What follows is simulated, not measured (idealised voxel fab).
process module | voxel wiring stack
cross-section cut | 275 nm wide | cells 5 nm
A cross-section is a grid of square cells, given in bands from the top down. A band is one or more rows of cells.
Each band's line starts with the height of the band's top and of its bottom, in nm. Then come its materials from left to right, each with its width in nm. One material with "throughout" fills the band from edge to edge. "air" is empty space.
Height 0 is the level under which the wafer as received is all one material. The lowest band goes on downwards, as in "0 down".
A width such as "30 to 40" changes by the same amount from each row of cells to the next, from the band's top row to its bottom row.
"no change" after a step means that no cell of the cross-section changed.
closed voids: empty space of 8 cells or more with no open way to the top, each as width x height at its distance from the left edge, in nm
after a step's settings: what the simulator itself notes on the step
overlay nm, on a step with a mask: how far to the right of its planned place the mask lay; to the left if negative
Each pair below shows a cross-section before one step and the cross-section after it, down to the lowest band that changed. The line under each pair gives the step between them, with its settings. The pairs can come from different runs of this module on the same starting wafer, so a pair continues from the pair above only where its "before" says so.
before
  155 to 150: TiN 45 | air 15 | TiN 40 | air 15 | TiN 40 | air 15 | TiN 40 | air 15 | TiN 50
  150 to 140: lowk 40 | TiN 5 | air 15 | TiN 5 | lowk 30 | TiN 5 | air 15 | TiN 5 | lowk 30 | TiN 5 | air 15 | TiN 5 | lowk 30 | TiN 5 | air 15 | TiN 5 | lowk 45
  140 to 135: lowk 40 | TiN 5 | air 5 | TiN 15 | lowk 30 | TiN 5 | air 5 | TiN 15 | lowk 30 | TiN 5 | air 5 | TiN 15 | lowk 30 | TiN 5 | air 5 | TiN 15 | lowk 45
  135 to 120: lowk 40 | TiN 5 | air 5 | TiN 5 | lowk 40 | TiN 5 | air 5 | TiN 5 | lowk 40 | TiN 5 | air 5 | TiN 5 | lowk 40 | TiN 5 | air 5 | TiN 5 | lowk 55
  120 to 115: SiCN 40 | TiN 15 | SiCN 40 | TiN 15 | SiCN 40 | TiN 15 | SiCN 40 | TiN 15 | SiCN 55
  115 to 90: SiO2 throughout
  90 to 85: SiCN throughout
  85 to 70: SiO2 35 | SiCN 5 | W 25 | SiCN 5 | SiO2 20 | SiCN 5 | W 25 | SiCN 5 | SiO2 20 | SiCN 5 | W 25 | SiCN 5 | SiO2 20 | SiCN 5 | W 25 | SiCN 5 | SiO2 40
  70 to 65: SiCN 40 | TiN 25 | SiCN 30 | TiN 25 | SiCN 30 | TiN 25 | SiCN 30 | TiN 25 | SiCN 45
  65 to 50: SiO2 40 | TiN 5 | Cu 5 | TiN 5 | SiO2 95 | TiN 5 | Cu 5 | TiN 5 | SiO2 110
  50 to 45: SiCN 40 | TiN 15 | SiCN 95 | TiN 15 | SiCN 110
  45 to 20: SiO2 40 | W 25 | SiO2 30 | W 25 | SiO2 30 | W 25 | SiO2 30 | W 25 | SiO2 45
  20 to 15: SiO2 40 | TiN 25 | SiO2 30 | TiN 25 | SiO2 30 | TiN 25 | SiO2 30 | TiN 25 | SiO2 45
  15 to 0: SiO2 throughout
  0 down: Si throughout
  closed voids: none
after
  165 to 155: Cu throughout
  155 to 150: TiN 45 | Cu 15 | TiN 40 | Cu 15 | TiN 40 | Cu 15 | TiN 40 | Cu 15 | TiN 50
  150 to 140: lowk 40 | TiN 5 | Cu 15 | TiN 5 | lowk 30 | TiN 5 | Cu 15 | TiN 5 | lowk 30 | TiN 5 | Cu 15 | TiN 5 | lowk 30 | TiN 5 | Cu 15 | TiN 5 | lowk 45
  140 to 135: lowk 40 | TiN 5 | Cu 5 | TiN 15 | lowk 30 | TiN 5 | Cu 5 | TiN 15 | lowk 30 | TiN 5 | Cu 5 | TiN 15 | lowk 30 | TiN 5 | Cu 5 | TiN 15 | lowk 45
  135 to 120: lowk 40 | TiN 5 | Cu 5 | TiN 5 | lowk 40 | TiN 5 | Cu 5 | TiN 5 | lowk 40 | TiN 5 | Cu 5 | TiN 5 | lowk 40 | TiN 5 | Cu 5 | TiN 5 | lowk 55
  below 120: unchanged
  closed voids: none
the step between: op FILL_DEP | material Cu | thk nm 10
before: the cross-section after the pair above
after
  150 to 140: lowk 40 | TiN 5 | Cu 15 | TiN 5 | lowk 30 | TiN 5 | Cu 15 | TiN 5 | lowk 30 | TiN 5 | Cu 15 | TiN 5 | lowk 30 | TiN 5 | Cu 15 | TiN 5 | lowk 45
  below 140: unchanged
  closed voids: none
the step between: op CMP | height nm 150
before: the cross-section after the pair above
after
  155 to 150: SiN throughout
  below 150: unchanged
  closed voids: none
the step between: op CONFORMAL_DEP | material SiN | thk nm 5
before
  115 to 105: SiO2 40 | TiN 5 | Ru 15 | TiN 5 | SiO2 30 | TiN 5 | Ru 15 | TiN 5 | SiO2 30 | TiN 5 | Ru 15 | TiN 5 | SiO2 30 | TiN 5 | Ru 15 | TiN 5 | SiO2 45
  105 to 100: SiO2 40 | TiN 5 | Ru 5 | TiN 15 | SiO2 30 | TiN 5 | Ru 5 | TiN 15 | SiO2 30 | TiN 5 | Ru 5 | TiN 15 | SiO2 30 | TiN 5 | Ru 5 | TiN 15 | SiO2 45
  100 to 90: SiO2 40 | TiN 5 | Ru 5 | TiN 5 | SiO2 40 | TiN 5 | Ru 5 | TiN 5 | SiO2 40 | TiN 5 | Ru 5 | TiN 5 | SiO2 40 | TiN 5 | Ru 5 | TiN 5 | SiO2 55
  90 to 85: SiCN 40 | TiN 15 | SiCN 40 | TiN 15 | SiCN 40 | TiN 15 | SiCN 40 | TiN 15 | SiCN 55
  85 to 70: SiO2 35 | SiCN 5 | W 25 | SiCN 5 | SiO2 20 | SiCN 5 | W 25 | SiCN 5 | SiO2 20 | SiCN 5 | W 25 | SiCN 5 | SiO2 20 | SiCN 5 | W 25 | SiCN 5 | SiO2 40
  70 to 65: SiCN 40 | TiN 25 | SiCN 30 | TiN 25 | SiCN 30 | TiN 25 | SiCN 30 | TiN 25 | SiCN 45
  65 to 50: SiO2 40 | TiN 5 | Cu 5 | TiN 5 | SiO2 95 | TiN 5 | Cu 5 | TiN 5 | SiO2 110
  50 to 45: SiCN 40 | TiN 15 | SiCN 95 | TiN 15 | SiCN 110
  45 to 20: SiO2 40 | W 25 | SiO2 30 | W 25 | SiO2 30 | W 25 | SiO2 30 | W 25 | SiO2 45
  20 to 15: SiO2 40 | TiN 25 | SiO2 30 | TiN 25 | SiO2 30 | TiN 25 | SiO2 30 | TiN 25 | SiO2 45
  15 to 0: SiO2 throughout
  0 down: Si throughout
  closed voids: none
after
  145 to 115: lowk throughout
  below 115: unchanged
  closed voids: none
the step between: op DIRECTIONAL_DEP | material lowk | thk nm 30
before: the cross-section after the pair above
after
  150 to 145: SiCN throughout
  below 145: unchanged
  closed voids: none
the step between: op CONFORMAL_DEP | material SiCN | thk nm 5
before: the cross-section after the pair above
after
  165 to 150: aC throughout
  below 150: unchanged
  closed voids: none
the step between: op DIRECTIONAL_DEP | material aC | thk nm 15
before: the cross-section after the pair above
after
  200 to 165: resist 40 | air 25 | resist 30 | air 25 | resist 30 | air 25 | resist 30 | air 25 | resist 45
  below 165: unchanged
  closed voids: none
the step between: op PATTERN | tone open | mask id METAL_4 | material resist | width nm 25 | pitch nm 55 | thk nm 35 | overlay nm 0
before: the cross-section after the pair above
after
  185 to 165: resist 40 | air 25 | resist 30 | air 25 | resist 30 | air 25 | resist 30 | air 25 | resist 45
  165 to 150: aC 40 | air 25 | aC 30 | air 25 | aC 30 | air 25 | aC 30 | air 25 | aC 45
  below 150: unchanged
  closed voids: none
the step between: op DIRECTIONAL_ETCH | etch materials aC | depth nm 15
before: the cross-section after the pair above
after
  165 to 150: aC 40 | air 25 | aC 30 | air 25 | aC 30 | air 25 | aC 30 | air 25 | aC 45
  below 150: unchanged
  closed voids: none
the step between: op STRIP | etch materials resist
before: the cross-section after the pair above
after
  150 to 145: SiCN throughout
  below 145: unchanged
  closed voids: none
the step between: op STRIP | etch materials aC
before: the cross-section after the pair above
after
  160 to 150: aC throughout
  below 150: unchanged
  closed voids: none
the step between: op DIRECTIONAL_DEP | material aC | thk nm 10
before: the cross-section after the pair above
after
  185 to 160: resist 40 | air 15 | resist 40 | air 15 | resist 40 | air 15 | resist 40 | air 15 | resist 55
  below 160: unchanged
  closed voids: none
the step between: op PATTERN | tone open | mask id METAL_4_HOLES | material resist | width nm 15 | pitch nm 55 | thk nm 25 | overlay nm 0
before: the cross-section after the pair above
after
  175 to 160: resist 40 | air 15 | resist 40 | air 15 | resist 40 | air 15 | resist 40 | air 15 | resist 55
  160 to 150: aC 40 | air 15 | aC 40 | air 15 | aC 40 | air 15 | aC 40 | air 15 | aC 55
  below 150: unchanged
  closed voids: none
the step between: op DIRECTIONAL_ETCH | etch materials aC | depth nm 10
before: the cross-section after the pair above
after
  160 to 150: aC 40 | air 15 | aC 40 | air 15 | aC 40 | air 15 | aC 40 | air 15 | aC 55
  below 150: unchanged
  closed voids: none
the step between: op STRIP | etch materials resist
before: the cross-section after the pair above
after
  160 to 150: aC 40 | air 15 | aC 40 | air 15 | aC 40 | air 15 | aC 40 | air 15 | aC 55
  150 to 145: SiCN 40 | air 15 | SiCN 40 | air 15 | SiCN 40 | air 15 | SiCN 40 | air 15 | SiCN 55
  below 145: unchanged
  closed voids: none
the step between: op DIRECTIONAL_ETCH | etch materials SiCN | depth nm 5
before: the cross-section after the pair above
after
  150 to 145: SiCN 40 | air 15 | SiCN 40 | air 15 | SiCN 40 | air 15 | SiCN 40 | air 15 | SiCN 55
  below 145: unchanged
  closed voids: none
the step between: op STRIP | etch materials aC
before: the cross-section after the pair above
after
  155 to 150: TiN 45 | air 5 | TiN 50 | air 5 | TiN 50 | air 5 | TiN 50 | air 5 | TiN 60
  150 to 145: SiCN 40 | TiN 15 | SiCN 40 | TiN 15 | SiCN 40 | TiN 15 | SiCN 40 | TiN 15 | SiCN 55
  below 145: unchanged
  closed voids: none
the step between: op CONFORMAL_DEP | material TiN | thk nm 5
before: the cross-section after the pair above
after
  165 to 155: Cu throughout
  155 to 150: TiN 45 | Cu 5 | TiN 50 | Cu 5 | TiN 50 | Cu 5 | TiN 50 | Cu 5 | TiN 60
  below 150: unchanged
  closed voids: none
the step between: op FILL_DEP | material Cu | thk nm 10
before: the cross-section after the pair above
after
  150 to 145: SiCN 40 | TiN 15 | SiCN 40 | TiN 15 | SiCN 40 | TiN 15 | SiCN 40 | TiN 15 | SiCN 55
  below 145: unchanged
  closed voids: none
the step between: op CMP | height nm 150
before: the cross-section after the pair above
after
  155 to 150: SiN throughout
  below 150: unchanged
  closed voids: none
the step between: op CONFORMAL_DEP | material SiN | thk nm 5
before
  165 to 155: Cu throughout
  155 to 150: TiN 45 | Cu 15 | TiN 40 | Cu 15 | TiN 40 | Cu 15 | TiN 40 | Cu 15 | TiN 50
  150 to 140: lowk 40 | TiN 5 | Cu 15 | TiN 5 | lowk 30 | TiN 5 | Cu 15 | TiN 5 | lowk 30 | TiN 5 | Cu 15 | TiN 5 | lowk 30 | TiN 5 | Cu 15 | TiN 5 | lowk 45
  140 to 135: lowk 40 | TiN 5 | Cu 5 | TiN 15 | lowk 30 | TiN 5 | Cu 5 | TiN 15 | lowk 30 | TiN 5 | Cu 5 | TiN 15 | lowk 30 | TiN 5 | Cu 5 | TiN 15 | lowk 45
  135 to 120: lowk 40 | TiN 5 | Cu 5 | TiN 5 | lowk 40 | TiN 5 | Cu 5 | TiN 5 | lowk 40 | TiN 5 | Cu 5 | TiN 5 | lowk 40 | TiN 5 | Cu 5 | TiN 5 | lowk 55
  120 to 115: SiCN 40 | TiN 15 | SiCN 40 | TiN 15 | SiCN 40 | TiN 15 | SiCN 40 | TiN 15 | SiCN 55
  115 to 105: SiO2 40 | TiN 5 | Ru 15 | TiN 5 | SiO2 30 | TiN 5 | Ru 15 | TiN 5 | SiO2 30 | TiN 5 | Ru 15 | TiN 5 | SiO2 30 | TiN 5 | Ru 15 | TiN 5 | SiO2 45
  105 to 100: SiO2 40 | TiN 5 | Ru 5 | TiN 15 | SiO2 30 | TiN 5 | Ru 5 | TiN 15 | SiO2 30 | TiN 5 | Ru 5 | TiN 15 | SiO2 30 | TiN 5 | Ru 5 | TiN 15 | SiO2 45
  100 to 90: SiO2 40 | TiN 5 | Ru 5 | TiN 5 | SiO2 40 | TiN 5 | Ru 5 | TiN 5 | SiO2 40 | TiN 5 | Ru 5 | TiN 5 | SiO2 40 | TiN 5 | Ru 5 | TiN 5 | SiO2 55
  90 to 85: SiCN 40 | TiN 15 | SiCN 40 | TiN 15 | SiCN 40 | TiN 15 | SiCN 40 | TiN 15 | SiCN 55
  85 to 70: SiO2 35 | SiCN 5 | W 25 | SiCN 5 | SiO2 20 | SiCN 5 | W 25 | SiCN 5 | SiO2 20 | SiCN 5 | W 25 | SiCN 5 | SiO2 20 | SiCN 5 | W 25 | SiCN 5 | SiO2 40
  70 to 65: SiCN 40 | TiN 25 | SiCN 30 | TiN 25 | SiCN 30 | TiN 25 | SiCN 30 | TiN 25 | SiCN 45
  65 to 50: SiO2 40 | TiN 5 | Cu 5 | TiN 5 | SiO2 95 | TiN 5 | Cu 5 | TiN 5 | SiO2 110
  50 to 45: SiCN 40 | TiN 15 | SiCN 95 | TiN 15 | SiCN 110
  45 to 20: SiO2 40 | W 25 | SiO2 30 | W 25 | SiO2 30 | W 25 | SiO2 30 | W 25 | SiO2 45
  20 to 15: SiO2 40 | TiN 25 | SiO2 30 | TiN 25 | SiO2 30 | TiN 25 | SiO2 30 | TiN 25 | SiO2 45
  15 to 0: SiO2 throughout
  0 down: Si throughout
  closed voids: none
after
  145 to 135: lowk 40 | TiN 5 | Cu 15 to 5 | TiN 5 to 15 | lowk 30 | TiN 5 | Cu 15 to 5 | TiN 5 to 15 | lowk 30 | TiN 5 | Cu 15 to 5 | TiN 5 to 15 | lowk 30 | TiN 5 | Cu 15 to 5 | TiN 5 to 15 | lowk 45
  below 135: unchanged
  closed voids: none
the step between: op CMP | height nm 145
before: the cross-section after the pair above
after
  150 to 145: SiN throughout
  below 145: unchanged
  closed voids: none
the step between: op CONFORMAL_DEP | material SiN | thk nm 5
before
  55 to 45: aC throughout
  45 to 20: W throughout
  20 to 15: TiN throughout
  15 to 0: SiO2 throughout
  0 down: Si throughout
  closed voids: none
after
  85 to 55: air 40 | resist 30 | air 25 | resist 30 | air 25 | resist 30 | air 25 | resist 30 | air 40
  below 55: unchanged
  closed voids: none
the step between: op PATTERN | tone cover | mask id METAL_1 | material resist | width nm 30 | pitch nm 55 | thk nm 30 | overlay nm 0
before: the cross-section after the pair above
after
  75 to 55: air 40 | resist 30 | air 25 | resist 30 | air 25 | resist 30 | air 25 | resist 30 | air 40
  55 to 45: air 40 | aC 30 | air 25 | aC 30 | air 25 | aC 30 | air 25 | aC 30 | air 40
  below 45: unchanged
  closed voids: none
the step between: op DIRECTIONAL_ETCH | etch materials aC | depth nm 10
before: the cross-section after the pair above
after
  55 to 45: air 40 | aC 30 | air 25 | aC 30 | air 25 | aC 30 | air 25 | aC 30 | air 40
  below 45: unchanged
  closed voids: none
the step between: op STRIP | etch materials resist
before: the cross-section after the pair above
after
  55 to 45: air 40 | aC 30 | air 25 | aC 30 | air 25 | aC 30 | air 25 | aC 30 | air 40
  45 to 20: air 40 | W 30 | air 25 | W 30 | air 25 | W 30 | air 25 | W 30 | air 40
  below 20: unchanged
  closed voids: none
the step between: op DIRECTIONAL_ETCH | etch materials W | depth nm 25
before: the cross-section after the pair above
after
  55 to 45: air 40 | aC 30 | air 25 | aC 30 | air 25 | aC 30 | air 25 | aC 30 | air 40
  45 to 20: air 40 | W 30 | air 25 | W 30 | air 25 | W 30 | air 25 | W 30 | air 40
  20 to 15: air 40 | TiN 30 | air 25 | TiN 30 | air 25 | TiN 30 | air 25 | TiN 30 | air 40
  below 15: unchanged
  closed voids: none
the step between: op DIRECTIONAL_ETCH | etch materials TiN | depth nm 5
before: the cross-section after the pair above
after
  45 to 20: air 40 | W 30 | air 25 | W 30 | air 25 | W 30 | air 25 | W 30 | air 40
  below 20: unchanged
  closed voids: none
the step between: op STRIP | etch materials aC
before: the cross-section after the pair above
after
  50 to 45: SiO2 throughout
  45 to 20: SiO2 40 | W 30 | SiO2 25 | W 30 | SiO2 25 | W 30 | SiO2 25 | W 30 | SiO2 40
  20 to 15: SiO2 40 | TiN 30 | SiO2 25 | TiN 30 | SiO2 25 | TiN 30 | SiO2 25 | TiN 30 | SiO2 40
  below 15: unchanged
  closed voids: none
the step between: op FILL_DEP | material SiO2 | thk nm 5
before: the cross-section after the pair above
after
  45 to 20: SiO2 40 | W 30 | SiO2 25 | W 30 | SiO2 25 | W 30 | SiO2 25 | W 30 | SiO2 40
  below 20: unchanged
  closed voids: none
the step between: op CMP | height nm 45
before: the cross-section after the pair above
after
  50 to 45: SiCN throughout
  below 45: unchanged
  closed voids: none
the step between: op CONFORMAL_DEP | material SiCN | thk nm 5
before: the cross-section after the pair above
after
  65 to 50: SiO2 throughout
  below 50: unchanged
  closed voids: none
the step between: op DIRECTIONAL_DEP | material SiO2 | thk nm 15
before: the cross-section after the pair above
after
  80 to 65: aC throughout
  below 65: unchanged
  closed voids: none
the step between: op DIRECTIONAL_DEP | material aC | thk nm 15
before: the cross-section after the pair above
after
  115 to 80: resist 40 | air 15 | resist 95 | air 15 | resist 110
  below 80: unchanged
  closed voids: none
the step between: op PATTERN | tone open | mask id PLUG_1 | material resist | width nm 15 | pitch nm 110 | thk nm 35 | overlay nm 0
before: the cross-section after the pair above
after
  100 to 80: resist 40 | air 15 | resist 95 | air 15 | resist 110
  80 to 65: aC 40 | air 15 | aC 95 | air 15 | aC 110
  below 65: unchanged
  closed voids: none
the step between: op DIRECTIONAL_ETCH | etch materials aC | depth nm 15
before: the cross-section after the pair above
after
  80 to 65: aC 40 | air 15 | aC 95 | air 15 | aC 110
  below 65: unchanged
  closed voids: none
the step between: op STRIP | etch materials resist
before: the cross-section after the pair above
after
  80 to 65: aC 40 | air 15 | aC 95 | air 15 | aC 110
  65 to 50: SiO2 40 | air 15 | SiO2 95 | air 15 | SiO2 110
  below 50: unchanged
  closed voids: none
the step between: op DIRECTIONAL_ETCH | etch materials SiO2 | depth nm 15
before: the cross-section after the pair above
after
  80 to 65: aC 40 | air 15 | aC 95 | air 15 | aC 110
  65 to 50: SiO2 40 | air 15 | SiO2 95 | air 15 | SiO2 110
  50 to 45: SiCN 40 | air 15 | SiCN 95 | air 15 | SiCN 110
  below 45: unchanged
  closed voids: none
the step between: op DIRECTIONAL_ETCH | etch materials SiCN | depth nm 5
before: the cross-section after the pair above
after
  65 to 50: SiO2 40 | air 15 | SiO2 95 | air 15 | SiO2 110
  below 50: unchanged
  closed voids: none
the step between: op STRIP | etch materials aC
before: the cross-section after the pair above
after
  70 to 65: TiN 45 | air 5 | TiN 105 | air 5 | TiN 115
  65 to 50: SiO2 40 | TiN 5 | air 5 | TiN 5 | SiO2 95 | TiN 5 | air 5 | TiN 5 | SiO2 110
  50 to 45: SiCN 40 | TiN 15 | SiCN 95 | TiN 15 | SiCN 110
  below 45: unchanged
  closed voids: none
the step between: op CONFORMAL_DEP | material TiN | thk nm 5
before: the cross-section after the pair above
after
  80 to 70: Cu throughout
  70 to 65: TiN 45 | Cu 5 | TiN 105 | Cu 5 | TiN 115
  65 to 50: SiO2 40 | TiN 5 | Cu 5 | TiN 5 | SiO2 95 | TiN 5 | Cu 5 | TiN 5 | SiO2 110
  below 50: unchanged
  closed voids: none
the step between: op FILL_DEP | material Cu | thk nm 10
before: the cross-section after the pair above
after
  65 to 50: SiO2 40 | TiN 5 | Cu 5 | TiN 5 | SiO2 95 | TiN 5 | Cu 5 | TiN 5 | SiO2 110
  below 50: unchanged
  closed voids: none
the step between: op CMP | height nm 65
before: the cross-section after the pair above
after
  70 to 65: TiN throughout
  below 65: unchanged
  closed voids: none
the step between: op DIRECTIONAL_DEP | material TiN | thk nm 5
before: the cross-section after the pair above
after
  85 to 70: W throughout
  below 70: unchanged
  closed voids: none
the step between: op DIRECTIONAL_DEP | material W | thk nm 15
before: the cross-section after the pair above
after
  105 to 85: air 40 | resist 25 | air 30 | resist 25 | air 30 | resist 25 | air 30 | resist 25 | air 45
  below 85: unchanged
  closed voids: none
the step between: op PATTERN | tone cover | mask id METAL_2 | material resist | width nm 25 | pitch nm 55 | thk nm 20 | overlay nm 0
before: the cross-section after the pair above
after
  105 to 85: air 40 | resist 25 | air 30 | resist 25 | air 30 | resist 25 | air 30 | resist 25 | air 45
  85 to 70: air 40 | W 25 | air 30 | W 25 | air 30 | W 25 | air 30 | W 25 | air 45
  below 70: unchanged
  closed voids: none
the step between: op DIRECTIONAL_ETCH | etch materials W | depth nm 15
before: the cross-section after the pair above
after
  105 to 85: air 40 | resist 25 | air 30 | resist 25 | air 30 | resist 25 | air 30 | resist 25 | air 45
  85 to 70: air 40 | W 25 | air 30 | W 25 | air 30 | W 25 | air 30 | W 25 | air 45
  70 to 65: air 40 | TiN 25 | air 30 | TiN 25 | air 30 | TiN 25 | air 30 | TiN 25 | air 45
  below 65: unchanged
  closed voids: none
the step between: op DIRECTIONAL_ETCH | etch materials TiN | depth nm 5
before: the cross-section after the pair above
after
  85 to 70: air 40 | W 25 | air 30 | W 25 | air 30 | W 25 | air 30 | W 25 | air 45
  below 70: unchanged
  closed voids: none
the step between: op STRIP | etch materials resist
before: the cross-section after the pair above
after
  90 to 85: air 35 | SiCN 35 | air 20 | SiCN 35 | air 20 | SiCN 35 | air 20 | SiCN 35 | air 40
  85 to 70: air 35 | SiCN 5 | W 25 | SiCN 5 | air 20 | SiCN 5 | W 25 | SiCN 5 | air 20 | SiCN 5 | W 25 | SiCN 5 | air 20 | SiCN 5 | W 25 | SiCN 5 | air 40
  70 to 65: SiCN 40 | TiN 25 | SiCN 30 | TiN 25 | SiCN 30 | TiN 25 | SiCN 30 | TiN 25 | SiCN 45
  below 65: unchanged
  closed voids: none
the step between: op CONFORMAL_DEP | material SiCN | thk nm 5
before: the cross-section after the pair above
after
  100 to 90: SiO2 throughout
  90 to 85: SiO2 35 | SiCN 35 | SiO2 20 | SiCN 35 | SiO2 20 | SiCN 35 | SiO2 20 | SiCN 35 | SiO2 40
  85 to 70: SiO2 35 | SiCN 5 | W 25 | SiCN 5 | SiO2 20 | SiCN 5 | W 25 | SiCN 5 | SiO2 20 | SiCN 5 | W 25 | SiCN 5 | SiO2 20 | SiCN 5 | W 25 | SiCN 5 | SiO2 40
  below 70: unchanged
  closed voids: none
the step between: op FILL_DEP | material SiO2 | thk nm 10
before: the cross-section after the pair above
after
  85 to 70: SiO2 35 | SiCN 5 | W 25 | SiCN 5 | SiO2 20 | SiCN 5 | W 25 | SiCN 5 | SiO2 20 | SiCN 5 | W 25 | SiCN 5 | SiO2 20 | SiCN 5 | W 25 | SiCN 5 | SiO2 40
  below 70: unchanged
  closed voids: none
the step between: op CMP | height nm 85
before: the cross-section after the pair above
after
  90 to 85: SiCN throughout
  below 85: unchanged
  closed voids: none
the step between: op CONFORMAL_DEP | material SiCN | thk nm 5
before: the cross-section after the pair above
after
  115 to 90: SiO2 throughout
  below 90: unchanged
  closed voids: none
the step between: op DIRECTIONAL_DEP | material SiO2 | thk nm 25
before: the cross-section after the pair above
after
  135 to 115: resist 40 | air 25 | resist 30 | air 25 | resist 30 | air 25 | resist 30 | air 25 | resist 45
  below 115: unchanged
  closed voids: none
the step between: op PATTERN | tone open | mask id METAL_3 | material resist | width nm 25 | pitch nm 55 | thk nm 20 | overlay nm 0
before: the cross-section after the pair above
after
  135 to 115: resist 40 | air 25 | resist 30 | air 25 | resist 30 | air 25 | resist 30 | air 25 | resist 45
  115 to 100: SiO2 40 | air 25 | SiO2 30 | air 25 | SiO2 30 | air 25 | SiO2 30 | air 25 | SiO2 45
  below 100: unchanged
  closed voids: none
the step between: op DIRECTIONAL_ETCH | etch materials SiO2 | depth nm 15
before: the cross-section after the pair above
after
  115 to 100: SiO2 40 | air 25 | SiO2 30 | air 25 | SiO2 30 | air 25 | SiO2 30 | air 25 | SiO2 45
  below 100: unchanged
  closed voids: none
the step between: op STRIP | etch materials resist
before: the cross-section after the pair above
after
  135 to 115: resist 40 | air 15 | resist 40 | air 15 | resist 40 | air 15 | resist 40 | air 15 | resist 55
  115 to 100: SiO2 40 | air 15 | resist 10 | SiO2 30 | air 15 | resist 10 | SiO2 30 | air 15 | resist 10 | SiO2 30 | air 15 | resist 10 | SiO2 45
  below 100: unchanged
  closed voids: none
the step between: op PATTERN | tone open | mask id METAL_3_HOLES | material resist | width nm 15 | pitch nm 55 | thk nm 20 | overlay nm 0
before: the cross-section after the pair above
after
  135 to 115: resist 40 | air 15 | resist 40 | air 15 | resist 40 | air 15 | resist 40 | air 15 | resist 55
  115 to 100: SiO2 40 | air 15 | resist 10 | SiO2 30 | air 15 | resist 10 | SiO2 30 | air 15 | resist 10 | SiO2 30 | air 15 | resist 10 | SiO2 45
  100 to 90: SiO2 40 | air 15 | SiO2 40 | air 15 | SiO2 40 | air 15 | SiO2 40 | air 15 | SiO2 55
  below 90: unchanged
  closed voids: none
the step between: op DIRECTIONAL_ETCH | etch materials SiO2 | depth nm 10
before: the cross-section after the pair above
after
  135 to 115: resist 40 | air 15 | resist 40 | air 15 | resist 40 | air 15 | resist 40 | air 15 | resist 55
  115 to 100: SiO2 40 | air 15 | resist 10 | SiO2 30 | air 15 | resist 10 | SiO2 30 | air 15 | resist 10 | SiO2 30 | air 15 | resist 10 | SiO2 45
  100 to 90: SiO2 40 | air 15 | SiO2 40 | air 15 | SiO2 40 | air 15 | SiO2 40 | air 15 | SiO2 55
  90 to 85: SiCN 40 | air 15 | SiCN 40 | air 15 | SiCN 40 | air 15 | SiCN 40 | air 15 | SiCN 55
  below 85: unchanged
  closed voids: none
the step between: op DIRECTIONAL_ETCH | etch materials SiCN | depth nm 5
before: the cross-section after the pair above
after
  115 to 100: SiO2 40 | air 25 | SiO2 30 | air 25 | SiO2 30 | air 25 | SiO2 30 | air 25 | SiO2 45
  below 100: unchanged
  closed voids: none
the step between: op STRIP | etch materials resist
before: the cross-section after the pair above
after
  120 to 115: TiN 45 | air 15 | TiN 40 | air 15 | TiN 40 | air 15 | TiN 40 | air 15 | TiN 50
  115 to 105: SiO2 40 | TiN 5 | air 15 | TiN 5 | SiO2 30 | TiN 5 | air 15 | TiN 5 | SiO2 30 | TiN 5 | air 15 | TiN 5 | SiO2 30 | TiN 5 | air 15 | TiN 5 | SiO2 45
  105 to 100: SiO2 40 | TiN 5 | air 5 | TiN 15 | SiO2 30 | TiN 5 | air 5 | TiN 15 | SiO2 30 | TiN 5 | air 5 | TiN 15 | SiO2 30 | TiN 5 | air 5 | TiN 15 | SiO2 45
  100 to 90: SiO2 40 | TiN 5 | air 5 | TiN 5 | SiO2 40 | TiN 5 | air 5 | TiN 5 | SiO2 40 | TiN 5 | air 5 | TiN 5 | SiO2 40 | TiN 5 | air 5 | TiN 5 | SiO2 55
  90 to 85: SiCN 40 | TiN 15 | SiCN 40 | TiN 15 | SiCN 40 | TiN 15 | SiCN 40 | TiN 15 | SiCN 55
  below 85: unchanged
  closed voids: none
the step between: op CONFORMAL_DEP | material TiN | thk nm 5
before: the cross-section after the pair above
after
  125 to 120: Ru throughout
  120 to 115: TiN 45 | Ru 15 | TiN 40 | Ru 15 | TiN 40 | Ru 15 | TiN 40 | Ru 15 | TiN 50
  115 to 105: SiO2 40 | TiN 5 | Ru 15 | TiN 5 | SiO2 30 | TiN 5 | Ru 15 | TiN 5 | SiO2 30 | TiN 5 | Ru 15 | TiN 5 | SiO2 30 | TiN 5 | Ru 15 | TiN 5 | SiO2 45
  105 to 100: SiO2 40 | TiN 5 | Ru 5 | TiN 15 | SiO2 30 | TiN 5 | Ru 5 | TiN 15 | SiO2 30 | TiN 5 | Ru 5 | TiN 15 | SiO2 30 | TiN 5 | Ru 5 | TiN 15 | SiO2 45
  100 to 90: SiO2 40 | TiN 5 | Ru 5 | TiN 5 | SiO2 40 | TiN 5 | Ru 5 | TiN 5 | SiO2 40 | TiN 5 | Ru 5 | TiN 5 | SiO2 40 | TiN 5 | Ru 5 | TiN 5 | SiO2 55
  below 90: unchanged
  closed voids: none
the step between: op FILL_DEP | material Ru | thk nm 5
before: the cross-section after the pair above
after
  115 to 105: SiO2 40 | TiN 5 | Ru 15 | TiN 5 | SiO2 30 | TiN 5 | Ru 15 | TiN 5 | SiO2 30 | TiN 5 | Ru 15 | TiN 5 | SiO2 30 | TiN 5 | Ru 15 | TiN 5 | SiO2 45
  below 105: unchanged
  closed voids: none
the step between: op CMP | height nm 115
before: the cross-section after the pair above
after
  120 to 115: SiCN throughout
  below 115: unchanged
  closed voids: none
the step between: op CONFORMAL_DEP | material SiCN | thk nm 5
before: the cross-section after the pair above
after
  150 to 120: lowk throughout
  below 120: unchanged
  closed voids: none
the step between: op DIRECTIONAL_DEP | material lowk | thk nm 30
before: the cross-section after the pair above
after
  165 to 150: aC throughout
  below 150: unchanged
  closed voids: none
the step between: op DIRECTIONAL_DEP | material aC | thk nm 15
before: the cross-section after the pair above
after
  200 to 165: resist 40 | air 25 | resist 30 | air 25 | resist 30 | air 25 | resist 30 | air 25 | resist 45
  below 165: unchanged
  closed voids: none
the step between: op PATTERN | tone open | mask id METAL_4 | material resist | width nm 25 | pitch nm 55 | thk nm 35 | overlay nm 0
before: the cross-section after the pair above
after
  185 to 165: resist 40 | air 25 | resist 30 | air 25 | resist 30 | air 25 | resist 30 | air 25 | resist 45
  165 to 150: aC 40 | air 25 | aC 30 | air 25 | aC 30 | air 25 | aC 30 | air 25 | aC 45
  below 150: unchanged
  closed voids: none
the step between: op DIRECTIONAL_ETCH | etch materials aC | depth nm 15
before: the cross-section after the pair above
after
  165 to 150: aC 40 | air 25 | aC 30 | air 25 | aC 30 | air 25 | aC 30 | air 25 | aC 45
  below 150: unchanged
  closed voids: none
the step between: op STRIP | etch materials resist
before: the cross-section after the pair above
after
  165 to 150: aC 40 | air 25 | aC 30 | air 25 | aC 30 | air 25 | aC 30 | air 25 | aC 45
  150 to 135: lowk 40 | air 25 | lowk 30 | air 25 | lowk 30 | air 25 | lowk 30 | air 25 | lowk 45
  below 135: unchanged
  closed voids: none
the step between: op DIRECTIONAL_ETCH | etch materials lowk | depth nm 15
before: the cross-section after the pair above
after
  150 to 135: lowk 40 | air 25 | lowk 30 | air 25 | lowk 30 | air 25 | lowk 30 | air 25 | lowk 45
  below 135: unchanged
  closed voids: none
the step between: op STRIP | etch materials aC
